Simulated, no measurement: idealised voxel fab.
You're looking at the process module voxel trench capacitor.
FYI the section here is cut, 255 nm wide, cells are 5 nm squares.
Cross-section layout: square cells on a grid; listed as bands, top to bottom; a band spans one or more cell rows.
Band entry format. Leading values: height of top, height of bottom, nm. Remainder: materials in left-to-right order, each with its width in nm. Special words: "all across" on a single material, which then fills the band edge to edge; "blank", empty space.
Counting heights begins at 0, where everything beneath is, in the wafer as received, one material. The lowest band has no bottom; it goes on downwards, as "0 and below" shows.
Per-row width for "30..40": begins at first number (top row of band), ends at second number (bottom row), increment between rows held constant.
"no alteration" means the step left every cell of the cross-section as it was.
Any empty space of 8 cells or more lacking an open way to the top shows up in "Trapped cavities" as width x height at distance, distance from the left edge, in nm.
On each step's line, the part that comes after the settings is the simulator's own comment on the step.
Steps that use a mask can have "overlay nm" on their line. It says how far the mask sat to the right of where it was meant to be. Negative means to the left.
# Steps in the process plan
1,RECEIVE with material Si
2,CONFORMAL_DEP with material SiN, thk nm 10
3,DIRECTIONAL_DEP with material aC, thk nm 10
4,PATTERN with tone open, mask id TRENCH, material resist, width nm 30, pitch nm 55, thk nm 25, overlay nm 0
5,DIRECTIONAL_ETCH with etch materials aC, depth nm 10
6,STRIP with etch materials resist
7,DIRECTIONAL_ETCH with etch materials SiN, depth nm 10
8,DIRECTIONAL_ETCH with etch materials Si, depth nm 40
9,STRIP with etch materials aC
10,CONFORMAL_DEP with material Al2O3, thk nm 5
11,CONFORMAL_DEP with material TiN, thk nm 5
12,FILL_DEP with material W, thk nm 5
13,CMP with height nm 10
# First of two wafers - as planned
# As-received state of the wafer in cross-section, equivalent to post-step 1
> 0 and below: Si all across
> Trapped cavities: none
# Cross-sectional representation of the wafer at the conclusion of step 2
> 10 down to 0: SiN all across
> Whatever lies below 0 is exactly as it was before.
# Cross-sectional representation of the wafer at the conclusion of step 3
> 20 down to 10: aC all across
> Whatever lies below 10 is exactly as it was before.
# Cross-sectional representation of the wafer at the conclusion of step 4
> 45 down to 20: 85 of resist; 30 of blank; 25 of resist; 30 of blank; 85 of resist
> Whatever lies below 20 is exactly as it was before.
# Cross-sectional representation of the wafer at the conclusion of step 5
> 35 down to 20: 85 of resist; 30 of blank; 25 of resist; 30 of blank; 85 of resist
> 20 down to 10: 85 of aC; 30 of blank; 25 of aC; 30 of blank; 85 of aC
> Whatever lies below 10 is exactly as it was before.
# Cross-sectional representation of the wafer at the conclusion of step 6
> 20 down to 10: 85 of aC; 30 of blank; 25 of aC; 30 of blank; 85 of aC
> Whatever lies below 10 is exactly as it was before.
# Cross-sectional representation of the wafer at the conclusion of step 7
> 20 down to 10: 85 of aC; 30 of blank; 25 of aC; 30 of blank; 85 of aC
> 10 down to 0: 85 of SiN; 30 of blank; 25 of SiN; 30 of blank; 85 of SiN
> Whatever lies below 0 is exactly as it was before.
# Cross-sectional representation of the wafer at the conclusion of step 8
> 20 down to 10: 85 of aC; 30 of blank; 25 of aC; 30 of blank; 85 of aC
> 10 down to 0: 85 of SiN; 30 of blank; 25 of SiN; 30 of blank; 85 of SiN
> 0 down to -40: 85 of Si; 30 of blank; 25 of Si; 30 of blank; 85 of Si
> Whatever lies below -40 is exactly as it was before.
# Cross-sectional representation of the wafer at the conclusion of step 9
> 10 down to 0: 85 of SiN; 30 of blank; 25 of SiN; 30 of blank; 85 of SiN
> Whatever lies below 0 is exactly as it was before.
# Cross-sectional representation of the wafer at the conclusion of step 10
> 15 down to 10: 90 of Al2O3; 20 of blank; 35 of Al2O3; 20 of blank; 90 of Al2O3
> 10 down to 0: 85 of SiN; 5 of Al2O3; 20 of blank; 5 of Al2O3; 25 of SiN; 5 of Al2O3; 20 of blank; 5 of Al2O3; 85 of SiN
> 0 down to -35: 85 of Si; 5 of Al2O3; 20 of blank; 5 of Al2O3; 25 of Si; 5 of Al2O3; 20 of blank; 5 of Al2O3; 85 of Si
> -35 down to -40: 85 of Si; 30 of Al2O3; 25 of Si; 30 of Al2O3; 85 of Si
> Whatever lies below -40 is exactly as it was before.
# Cross-sectional representation of the wafer at the conclusion of step 11
> 20 down to 15: 95 of TiN; 10 of blank; 45 of TiN; 10 of blank; 95 of TiN
> 15 down to 10: 90 of Al2O3; 5 of TiN; 10 of blank; 5 of TiN; 35 of Al2O3; 5 of TiN; 10 of blank; 5 of TiN; 90 of Al2O3
> 10 down to 0: 85 of SiN; 5 of Al2O3; 5 of TiN; 10 of blank; 5 of TiN; 5 of Al2O3; 25 of SiN; 5 of Al2O3; 5 of TiN; 10 of blank; 5 of TiN; 5 of Al2O3; 85 of SiN
> 0 down to -30: 85 of Si; 5 of Al2O3; 5 of TiN; 10 of blank; 5 of TiN; 5 of Al2O3; 25 of Si; 5 of Al2O3; 5 of TiN; 10 of blank; 5 of TiN; 5 of Al2O3; 85 of Si
> -30 down to -35: 85 of Si; 5 of Al2O3; 20 of TiN; 5 of Al2O3; 25 of Si; 5 of Al2O3; 20 of TiN; 5 of Al2O3; 85 of Si
> Whatever lies below -35 is exactly as it was before.
# Cross-sectional representation of the wafer at the conclusion of step 12
> 25 down to 20: W all across
> 20 down to 15: 95 of TiN; 10 of W; 45 of TiN; 10 of W; 95 of TiN
> 15 down to 10: 90 of Al2O3; 5 of TiN; 10 of W; 5 of TiN; 35 of Al2O3; 5 of TiN; 10 of W; 5 of TiN; 90 of Al2O3
> 10 down to 0: 85 of SiN; 5 of Al2O3; 5 of TiN; 10 of W; 5 of TiN; 5 of Al2O3; 25 of SiN; 5 of Al2O3; 5 of TiN; 10 of W; 5 of TiN; 5 of Al2O3; 85 of SiN
> 0 down to -30: 85 of Si; 5 of Al2O3; 5 of TiN; 10 of W; 5 of TiN; 5 of Al2O3; 25 of Si; 5 of Al2O3; 5 of TiN; 10 of W; 5 of TiN; 5 of Al2O3; 85 of Si
> Whatever lies below -30 is exactly as it was before.
# Cross-sectional representation of the wafer at the conclusion of step 13
> 10 down to 0: 85 of SiN; 5 of Al2O3; 5 of TiN; 10 of W; 5 of TiN; 5 of Al2O3; 25 of SiN; 5 of Al2O3; 5 of TiN; 10 of W; 5 of TiN; 5 of Al2O3; 85 of SiN
> Whatever lies below 0 is exactly as it was before.
# Notes, second wafer: start = first wafer's, plan = first wafer's, execution had one mistake; history identical to first through step 9
# Second wafer, cut view, end of step 10 per plan
> 15 down to 10: 90 of TiN; 20 of blank; 35 of TiN; 20 of blank; 90 of TiN
> 10 down to 0: 85 of SiN; 5 of TiN; 20 of blank; 5 of TiN; 25 of SiN; 5 of TiN; 20 of blank; 5 of TiN; 85 of SiN
> 0 down to -35: 85 of Si; 5 of TiN; 20 of blank; 5 of TiN; 25 of Si; 5 of TiN; 20 of blank; 5 of TiN; 85 of Si
> -35 down to -40: 85 of Si; 30 of TiN; 25 of Si; 30 of TiN; 85 of Si
> Whatever lies below -40 is exactly as it was before.
# Second wafer, cut view, end of step 11 per plan
> 20 down to 15: 95 of Al2O3; 10 of blank; 45 of Al2O3; 10 of blank; 95 of Al2O3
> 15 down to 10: 90 of TiN; 5 of Al2O3; 10 of blank; 5 of Al2O3; 35 of TiN; 5 of Al2O3; 10 of blank; 5 of Al2O3; 90 of TiN
> 10 down to 0: 85 of SiN; 5 of TiN; 5 of Al2O3; 10 of blank; 5 of Al2O3; 5 of TiN; 25 of SiN; 5 of TiN; 5 of Al2O3; 10 of blank; 5 of Al2O3; 5 of TiN; 85 of SiN
> 0 down to -30: 85 of Si; 5 of TiN; 5 of Al2O3; 10 of blank; 5 of Al2O3; 5 of TiN; 25 of Si; 5 of TiN; 5 of Al2O3; 10 of blank; 5 of Al2O3; 5 of TiN; 85 of Si
> -30 down to -35: 85 of Si; 5 of TiN; 20 of Al2O3; 5 of TiN; 25 of Si; 5 of TiN; 20 of Al2O3; 5 of TiN; 85 of Si
> Whatever lies below -35 is exactly as it was before.
# Second wafer, cut view, end of step 12 per plan
> 25 down to 20: W all across
> 20 down to 15: 95 of Al2O3; 10 of W; 45 of Al2O3; 10 of W; 95 of Al2O3
> 15 down to 10: 90 of TiN; 5 of Al2O3; 10 of W; 5 of Al2O3; 35 of TiN; 5 of Al2O3; 10 of W; 5 of Al2O3; 90 of TiN
> 10 down to 0: 85 of SiN; 5 of TiN; 5 of Al2O3; 10 of W; 5 of Al2O3; 5 of TiN; 25 of SiN; 5 of TiN; 5 of Al2O3; 10 of W; 5 of Al2O3; 5 of TiN; 85 of SiN
> 0 down to -30: 85 of Si; 5 of TiN; 5 of Al2O3; 10 of W; 5 of Al2O3; 5 of TiN; 25 of Si; 5 of TiN; 5 of Al2O3; 10 of W; 5 of Al2O3; 5 of TiN; 85 of Si
> Whatever lies below -30 is exactly as it was before.
# Second wafer, cut view, end of step 13 per plan
> 10 down to 0: 85 of SiN; 5 of TiN; 5 of Al2O3; 10 of W; 5 of Al2O3; 5 of TiN; 25 of SiN; 5 of TiN; 5 of Al2O3; 10 of W; 5 of Al2O3; 5 of TiN; 85 of SiN
> Whatever lies below 0 is exactly as it was before.
What was done differently from what was planned? so 10 and 11 got swapped relative to the plan, each ran where the other was supposed to
Final cells, second wafer relative to first, materials higher or lower: 8 fewer of Al2O3; 8 more of TiN
